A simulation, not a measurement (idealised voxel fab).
Name of the process module below: voxel fin reveal
This is section cut - it's 285 nm across, gridded in 5 nm square cells.
Square cells in a grid make up a cross-section in this document, and the grid is given as bands, listed from the top down, each one or more rows of cells. In this notation a band is specified by the heights of its top and bottom, in that order and in nm, after which its materials appear from left to right, each paired with its width in nm. The word "edge to edge" attached to a single material means that material fills the band from edge to edge; the word "empty" stands for empty space. Below 0: as-received wafer, all one material; heights counted from there. Lowest band: no bottom, goes on down, written "0 and below". Quick explanation for "30 to 40": the width changes in equal steps down the rows of cells, from the first number in the band's top row to the second number in its bottom row. Basically "no modification" means that step didn't change any cell in the cross-section. Closed empty spaces (no open way to the top) of 8 cells or more are what "Closed void entries" lists, each as width x height at distance from the left edge, nm for all three. Past the settings on a step's line: simulator remark, on that step. A step line may carry the setting "overlay nm", which, for steps involving a mask, states the distance by which the mask lay to the right of its intended position; negative values denote displacement to the left.

INTENDED PROCESS STEPS
1,RECEIVE: material Si
2,CONFORMAL_DEP: material SiN, thk nm 5
3,DIRECTIONAL_DEP: material aC, thk nm 10
4,PATTERN: tone cover, mask id FINS, material resist, width nm 15, pitch nm 45, thk nm 30, overlay nm 0
5,DIRECTIONAL_ETCH: etch materials aC, depth nm 10
6,STRIP: etch materials resist
7,DIRECTIONAL_ETCH: etch materials SiN, depth nm 5
8,DIRECTIONAL_ETCH: etch materials Si, depth nm 40
9,STRIP: etch materials aC
10,FILL_DEP: material SiO2, thk nm 15
11,CMP: height nm 5
12,SELECTIVE_ETCH: etch materials SiO2, depth nm 20
13,STRIP: etch materials SiN
14,CONFORMAL_DEP: material SiO2, thk nm 5

CROSS-SECTION OF THE WAFER AT RECEIPT, WHICH IS THE CONDITION AFTER STEP 1
	0 and below | Si edge to edge
	Closed void entries: none

THE FIRST OF TWO WAFERS, CROSS-SECTIONED AT THE END OF THE MODULE, WITH THE RUN PROCEEDING AS PLANNED
	5 down to 0 | 85 of empty / 25 of SiO2 / 20 of empty / 25 of SiO2 / 20 of empty / 25 of SiO2 / 85 of empty
	0 down to -10 | 85 of empty / 5 of SiO2 / 15 of Si / 5 of SiO2 / 20 of empty / 5 of SiO2 / 15 of Si / 5 of SiO2 / 20 of empty / 5 of SiO2 / 15 of Si / 5 of SiO2 / 85 of empty
	-10 down to -40 | 90 of SiO2 / 15 of Si / 30 of SiO2 / 15 of Si / 30 of SiO2 / 15 of Si / 90 of SiO2
	-40 and below | Si edge to edge
	Closed void entries: none

WAFER TWO, SECTIONED AFTER THE MODULE: THE FIRST WAFER'S START, THE FIRST WAFER'S PLAN, AND ONE MISTAKE IN HOW IT WAS RUN
	0 down to -15 | 90 of empty / 15 of Si / 30 of empty / 15 of Si / 30 of empty / 15 of Si / 90 of empty
	-15 down to -40 | 90 of SiO2 / 15 of Si / 30 of SiO2 / 15 of Si / 30 of SiO2 / 15 of Si / 90 of SiO2
	-40 and below | Si edge to edge
	Closed void entries: none
what went wrong: step 14 of the plan was excluded from execution and never run
It is noted that, at the conclusion of processing, the second wafer exhibits a higher or lower cell count for certain materials relative to the first: 75 fewer of SiO2
